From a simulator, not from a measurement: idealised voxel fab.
You're looking at the process module voxel fin reveal.
cross-section cut | 230 nm wide | cells 5 nm
Think of the cross-section as a grid of square cells. We describe it in bands, top to bottom, and each band covers one or more rows of those cells.
Basically the band line says how high the top is and how high the bottom is, in nm, and then what's in it from left to right, every material with its width in nm. Empty space shows up as "blank", and if a single material carries "edge to edge" it runs the full band edge to edge.
Zero point of the height axis is 0; under it, received wafer = one material. Lowest band: continues down indefinitely, "0 -> down".
Think of "30 to 40" as a width that walks from the first number to the second as you go down the band, top row to bottom row, taking equal-sized steps from row to row.
"identical to before", as given for a step, is the statement that not any cell of the cross-section underwent a change during that step.
Empty spaces without an open route to the top, at least 8 cells in extent, make up the entry "Trapped void list"; each is given as width x height at distance, where the distance is measured from the left edge, and all are in nm.
Note: text after step settings on the step line = simulator remark on that step.
overlay nm: mask offset rightward from planned place, masked step; negative means leftward offset.

The planned process steps are enumerated hereunder:
1) RECEIVE with material Si
2) CONFORMAL_DEP with material SiN, thk nm 5
3) DIRECTIONAL_DEP with material aC, thk nm 15
4) PATTERN with tone cover, mask id FINS, material resist, width nm 15, pitch nm 35, thk nm 35, overlay nm 0
5) DIRECTIONAL_ETCH with etch materials aC, depth nm 15
6) STRIP with etch materials resist
7) DIRECTIONAL_ETCH with etch materials SiN, depth nm 5
8) DIRECTIONAL_ETCH with etch materials Si, depth nm 30
9) STRIP with etch materials aC
10) FILL_DEP with material SiO2, thk nm 10
11) CMP with height nm 5
12) SELECTIVE_ETCH with etch materials SiO2, depth nm 25
13) STRIP with etch materials SiN
14) CONFORMAL_DEP with material HfO2, thk nm 5

Cross-section of the incoming wafer, state after step 1:
- 0 -> down | Si edge to edge
- Trapped void list: none

Post-module cross-section of the first of two wafers (run per plan):
- 5 -> 0 | blank 65 nm, HfO2 25 nm, blank 10 nm, HfO2 25 nm, blank 10 nm, HfO2 25 nm, blank 70 nm
- 0 -> -15 | blank 65 nm, HfO2 5 nm, Si 15 nm, HfO2 5 nm, blank 10 nm, HfO2 5 nm, Si 15 nm, HfO2 5 nm, blank 10 nm, HfO2 5 nm, Si 15 nm, HfO2 5 nm, blank 70 nm
- -15 -> -20 | HfO2 70 nm, Si 15 nm, HfO2 20 nm, Si 15 nm, HfO2 20 nm, Si 15 nm, HfO2 75 nm
- -20 -> -30 | SiO2 70 nm, Si 15 nm, SiO2 20 nm, Si 15 nm, SiO2 20 nm, Si 15 nm, SiO2 75 nm
- -30 -> down | Si edge to edge
- Trapped void list: none

Cross-section at end of module for the second wafer of two, which matched the first in starting point and plan and differed by one mistake in its processing:
- 5 -> 0 | blank 65 nm, HfO2 30 nm, blank 5 nm, HfO2 30 nm, blank 5 nm, HfO2 30 nm, blank 65 nm
- 0 -> -15 | blank 65 nm, HfO2 5 nm, Si 20 nm, HfO2 5 nm, blank 5 nm, HfO2 5 nm, Si 20 nm, HfO2 5 nm, blank 5 nm, HfO2 5 nm, Si 20 nm, HfO2 5 nm, blank 65 nm
- -15 -> -20 | HfO2 70 nm, Si 20 nm, HfO2 15 nm, Si 20 nm, HfO2 15 nm, Si 20 nm, HfO2 70 nm
- -20 -> -30 | SiO2 70 nm, Si 20 nm, SiO2 15 nm, Si 20 nm, SiO2 15 nm, Si 20 nm, SiO2 70 nm
- -30 -> down | Si edge to edge
- Trapped void list: none
Nonconformance to the process plan: step 4 was run on a setting that differed from the plan, and what really ran there is PATTERN with tone cover, mask id FINS, material resist, width nm 20, pitch nm 35, thk nm 35, overlay nm 0
Final comparison by cell count, materials where the second wafer has more or fewer than the first: +18 Si, -6 SiO2
